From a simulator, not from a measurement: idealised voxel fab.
process module | voxel wiring stack
cross-section cut | 245 nm wide | cells 5 nm
A cross-section is a grid of square cells, given in bands from the top down. A band is one or more rows of cells.
Each band's line starts with the height of the band's top and of its bottom, in nm. Then come its materials from left to right, each with its width in nm. One material with "throughout" fills the band from edge to edge. "air" is empty space.
Height 0 is the level under which the wafer as received is all one material. The lowest band goes on downwards, as in "0 down".
A width such as "30 to 40" changes by the same amount from each row of cells to the next, from the band's top row to its bottom row.
"no change" after a step means that no cell of the cross-section changed.
closed voids: empty space of 8 cells or more with no open way to the top, each as width x height at its distance from the left edge, in nm
after a step's settings: what the simulator itself notes on the step
overlay nm, on a step with a mask: how far to the right of its planned place the mask lay; to the left if negative
plan
1 op RECEIVE | material Si
2 op CONFORMAL_DEP | material SiO2 | thk nm 15
3 op DIRECTIONAL_DEP | material TiN | thk nm 5
4 op DIRECTIONAL_DEP | material W | thk nm 25
5 op MASKED_ETCH | tone cover | mask id METAL_1 | width nm 25 | pitch nm 50 | etch materials W | depth nm 25 | overlay nm 0
6 op MASKED_ETCH | tone cover | mask id METAL_1 | width nm 25 | pitch nm 50 | etch materials TiN | depth nm 5 | overlay nm 0
7 op CONFORMAL_DEP | material SiN | thk nm 5
8 op FILL_DEP | material SiO2 | thk nm 5
9 op CMP | height nm 45
10 op CONFORMAL_DEP | material SiCN | thk nm 5
11 op DIRECTIONAL_DEP | material lowk | thk nm 15
12 op DIRECTIONAL_DEP | material aC | thk nm 15
13 op PATTERN | tone open | mask id PLUG_1 | material resist | width nm 15 | thk nm 35 | overlay nm 0
14 op DIRECTIONAL_ETCH | etch materials aC | depth nm 15
15 op STRIP | etch materials resist
16 op DIRECTIONAL_ETCH | etch materials lowk | depth nm 15
17 op DIRECTIONAL_ETCH | etch materials SiCN | depth nm 5
18 op STRIP | etch materials aC
19 op EPI | material Ru | thk nm 10
20 op EPI | material Ru | thk nm 10
21 op DIRECTIONAL_DEP | material TiN | thk nm 5
22 op DIRECTIONAL_DEP | material W | thk nm 20
23 op PATTERN | tone cover | mask id METAL_2 | material resist | width nm 25 | pitch nm 50 | thk nm 15 | overlay nm 0
24 op DIRECTIONAL_ETCH | etch materials W | depth nm 20
25 op DIRECTIONAL_ETCH | etch materials TiN | depth nm 5
26 op STRIP | etch materials resist
27 op CONFORMAL_DEP | material SiCN | thk nm 5
28 op FILL_DEP | material SiO2 | thk nm 5
29 op CMP | height nm 90
30 op CONFORMAL_DEP | material SiCN | thk nm 5
31 op DIRECTIONAL_DEP | material lowk | thk nm 30
32 op MASKED_ETCH | tone open | mask id METAL_3 | width nm 25 | pitch nm 50 | etch materials lowk | depth nm 15 | overlay nm 0
33 op PATTERN | tone open | mask id METAL_3_HOLES | material resist | width nm 15 | thk nm 15 | overlay nm 0
34 op DIRECTIONAL_ETCH | etch materials lowk | depth nm 15
35 op DIRECTIONAL_ETCH | etch materials SiCN | depth nm 5
36 op STRIP | etch materials resist
37 op CONFORMAL_DEP | material TiN | thk nm 5
38 op FILL_DEP | material Cu | thk nm 10
39 op CMP | height nm 125
40 op CONFORMAL_DEP | material SiCN | thk nm 5
first wafer, as planned
as received, after step 1
  0 down: Si throughout
  closed voids: none
after step 2
  15 to 0: SiO2 throughout
  below 0: unchanged
after step 3
  20 to 15: TiN throughout
  below 15: unchanged
after step 4
  45 to 20: W throughout
  below 20: unchanged
after step 5
  45 to 20: air 85 | W 25 | air 25 | W 25 | air 85
  below 20: unchanged
after step 6
  45 to 20: air 85 | W 25 | air 25 | W 25 | air 85
  20 to 15: air 85 | TiN 25 | air 25 | TiN 25 | air 85
  below 15: unchanged
after step 7
  50 to 45: air 80 | SiN 35 | air 15 | SiN 35 | air 80
  45 to 20: air 80 | SiN 5 | W 25 | SiN 5 | air 15 | SiN 5 | W 25 | SiN 5 | air 80
  20 to 15: SiN 85 | TiN 25 | SiN 25 | TiN 25 | SiN 85
  below 15: unchanged
after step 8
  55 to 50: SiO2 throughout
  50 to 45: SiO2 80 | SiN 35 | SiO2 15 | SiN 35 | SiO2 80
  45 to 20: SiO2 80 | SiN 5 | W 25 | SiN 5 | SiO2 15 | SiN 5 | W 25 | SiN 5 | SiO2 80
  below 20: unchanged
after step 9
  45 to 20: SiO2 80 | SiN 5 | W 25 | SiN 5 | SiO2 15 | SiN 5 | W 25 | SiN 5 | SiO2 80
  below 20: unchanged
after step 10
  50 to 45: SiCN throughout
  below 45: unchanged
after step 11
  65 to 50: lowk throughout
  below 50: unchanged
after step 12
  80 to 65: aC throughout
  below 65: unchanged
after step 13
  115 to 80: resist 85 | air 15 | resist 145
  below 80: unchanged
after step 14
  100 to 80: resist 85 | air 15 | resist 145
  80 to 65: aC 85 | air 15 | aC 145
  below 65: unchanged
after step 15
  80 to 65: aC 85 | air 15 | aC 145
  below 65: unchanged
after step 16
  80 to 65: aC 85 | air 15 | aC 145
  65 to 50: lowk 85 | air 15 | lowk 145
  below 50: unchanged
after step 17
  80 to 65: aC 85 | air 15 | aC 145
  65 to 50: lowk 85 | air 15 | lowk 145
  50 to 45: SiCN 85 | air 15 | SiCN 145
  below 45: unchanged
after step 18
  65 to 50: lowk 85 | air 15 | lowk 145
  below 50: unchanged
after step 19
  65 to 55: lowk 85 | air 15 | lowk 145
  55 to 50: lowk 85 | Ru 15 | lowk 145
  50 to 45: SiCN 85 | Ru 15 | SiCN 145
  below 45: unchanged
after step 20
  65 to 50: lowk 85 | Ru 15 | lowk 145
  below 50: unchanged
after step 21
  70 to 65: TiN throughout
  below 65: unchanged
after step 22
  90 to 70: W throughout
  below 70: unchanged
after step 23
  105 to 90: air 85 | resist 25 | air 25 | resist 25 | air 85
  below 90: unchanged
after step 24
  105 to 90: air 85 | resist 25 | air 25 | resist 25 | air 85
  90 to 70: air 85 | W 25 | air 25 | W 25 | air 85
  below 70: unchanged
after step 25
  105 to 90: air 85 | resist 25 | air 25 | resist 25 | air 85
  90 to 70: air 85 | W 25 | air 25 | W 25 | air 85
  70 to 65: air 85 | TiN 25 | air 25 | TiN 25 | air 85
  below 65: unchanged
after step 26
  90 to 70: air 85 | W 25 | air 25 | W 25 | air 85
  below 70: unchanged
after step 27
  95 to 90: air 80 | SiCN 35 | air 15 | SiCN 35 | air 80
  90 to 70: air 80 | SiCN 5 | W 25 | SiCN 5 | air 15 | SiCN 5 | W 25 | SiCN 5 | air 80
  70 to 65: SiCN 85 | TiN 25 | SiCN 25 | TiN 25 | SiCN 85
  below 65: unchanged
after step 28
  100 to 95: SiO2 throughout
  95 to 90: SiO2 80 | SiCN 35 | SiO2 15 | SiCN 35 | SiO2 80
  90 to 70: SiO2 80 | SiCN 5 | W 25 | SiCN 5 | SiO2 15 | SiCN 5 | W 25 | SiCN 5 | SiO2 80
  below 70: unchanged
after step 29
  90 to 70: SiO2 80 | SiCN 5 | W 25 | SiCN 5 | SiO2 15 | SiCN 5 | W 25 | SiCN 5 | SiO2 80
  below 70: unchanged
after step 30
  95 to 90: SiCN throughout
  below 90: unchanged
after step 31
  125 to 95: lowk throughout
  below 95: unchanged
after step 32
  125 to 110: lowk 85 | air 25 | lowk 25 | air 25 | lowk 85
  below 110: unchanged
after step 33
  140 to 125: resist 85 | air 15 | resist 145
  125 to 110: lowk 85 | air 15 | resist 10 | lowk 25 | resist 25 | lowk 85
  below 110: unchanged
after step 34
  140 to 125: resist 85 | air 15 | resist 145
  125 to 110: lowk 85 | air 15 | resist 10 | lowk 25 | resist 25 | lowk 85
  110 to 95: lowk 85 | air 15 | lowk 145
  below 95: unchanged
after step 35
  140 to 125: resist 85 | air 15 | resist 145
  125 to 110: lowk 85 | air 15 | resist 10 | lowk 25 | resist 25 | lowk 85
  110 to 95: lowk 85 | air 15 | lowk 145
  95 to 90: SiCN 85 | air 15 | SiCN 145
  below 90: unchanged
after step 36
  125 to 110: lowk 85 | air 25 | lowk 25 | air 25 | lowk 85
  below 110: unchanged
after step 37
  130 to 125: TiN 90 | air 15 | TiN 35 | air 15 | TiN 90
  125 to 115: lowk 85 | TiN 5 | air 15 | TiN 5 | lowk 25 | TiN 5 | air 15 | TiN 5 | lowk 85
  115 to 110: lowk 85 | TiN 5 | air 5 | TiN 15 | lowk 25 | TiN 25 | lowk 85
  110 to 95: lowk 85 | TiN 5 | air 5 | TiN 5 | lowk 145
  95 to 90: SiCN 85 | TiN 15 | SiCN 145
  below 90: unchanged
after step 38
  140 to 130: Cu throughout
  130 to 125: TiN 90 | Cu 15 | TiN 35 | Cu 15 | TiN 90
  125 to 115: lowk 85 | TiN 5 | Cu 15 | TiN 5 | lowk 25 | TiN 5 | Cu 15 | TiN 5 | lowk 85
  115 to 110: lowk 85 | TiN 5 | Cu 5 | TiN 15 | lowk 25 | TiN 25 | lowk 85
  110 to 95: lowk 85 | TiN 5 | Cu 5 | TiN 5 | lowk 145
  below 95: unchanged
after step 39
  125 to 115: lowk 85 | TiN 5 | Cu 15 | TiN 5 | lowk 25 | TiN 5 | Cu 15 | TiN 5 | lowk 85
  below 115: unchanged
after step 40
  130 to 125: SiCN throughout
  below 125: unchanged
second wafer: like start, like plan, one mistake. Through step 27 it matches the first wafer
when step 28 should have ended
  100 to 95: Cu throughout
  95 to 90: Cu 80 | SiCN 35 | Cu 15 | SiCN 35 | Cu 80
  90 to 70: Cu 80 | SiCN 5 | W 25 | SiCN 5 | Cu 15 | SiCN 5 | W 25 | SiCN 5 | Cu 80
  below 70: unchanged
when step 29 should have ended
  90 to 70: Cu 80 | SiCN 5 | W 25 | SiCN 5 | Cu 15 | SiCN 5 | W 25 | SiCN 5 | Cu 80
  below 70: unchanged
when step 30 should have ended
  95 to 90: SiCN throughout
  below 90: unchanged
when step 31 should have ended
  125 to 95: lowk throughout
  below 95: unchanged
when step 32 should have ended
  125 to 110: lowk 85 | air 25 | lowk 25 | air 25 | lowk 85
  below 110: unchanged
when step 33 should have ended
  140 to 125: resist 85 | air 15 | resist 145
  125 to 110: lowk 85 | air 15 | resist 10 | lowk 25 | resist 25 | lowk 85
  below 110: unchanged
when step 34 should have ended
  140 to 125: resist 85 | air 15 | resist 145
  125 to 110: lowk 85 | air 15 | resist 10 | lowk 25 | resist 25 | lowk 85
  110 to 95: lowk 85 | air 15 | lowk 145
  below 95: unchanged
when step 35 should have ended
  140 to 125: resist 85 | air 15 | resist 145
  125 to 110: lowk 85 | air 15 | resist 10 | lowk 25 | resist 25 | lowk 85
  110 to 95: lowk 85 | air 15 | lowk 145
  95 to 90: SiCN 85 | air 15 | SiCN 145
  below 90: unchanged
when step 36 should have ended
  125 to 110: lowk 85 | air 25 | lowk 25 | air 25 | lowk 85
  below 110: unchanged
when step 37 should have ended
  130 to 125: TiN 90 | air 15 | TiN 35 | air 15 | TiN 90
  125 to 115: lowk 85 | TiN 5 | air 15 | TiN 5 | lowk 25 | TiN 5 | air 15 | TiN 5 | lowk 85
  115 to 110: lowk 85 | TiN 5 | air 5 | TiN 15 | lowk 25 | TiN 25 | lowk 85
  110 to 95: lowk 85 | TiN 5 | air 5 | TiN 5 | lowk 145
  95 to 90: SiCN 85 | TiN 15 | SiCN 145
  below 90: unchanged
when step 38 should have ended
  140 to 130: Cu throughout
  130 to 125: TiN 90 | Cu 15 | TiN 35 | Cu 15 | TiN 90
  125 to 115: lowk 85 | TiN 5 | Cu 15 | TiN 5 | lowk 25 | TiN 5 | Cu 15 | TiN 5 | lowk 85
  115 to 110: lowk 85 | TiN 5 | Cu 5 | TiN 15 | lowk 25 | TiN 25 | lowk 85
  110 to 95: lowk 85 | TiN 5 | Cu 5 | TiN 5 | lowk 145
  below 95: unchanged
when step 39 should have ended
  125 to 115: lowk 85 | TiN 5 | Cu 15 | TiN 5 | lowk 25 | TiN 5 | Cu 15 | TiN 5 | lowk 85
  below 115: unchanged
when step 40 should have ended
  130 to 125: SiCN throughout
  below 125: unchanged
what went wrong: step 28 ran as: op FILL_DEP | material Cu | thk nm 5
at the end the second wafer has, in cells: 140 more of Cu | 140 fewer of SiO2
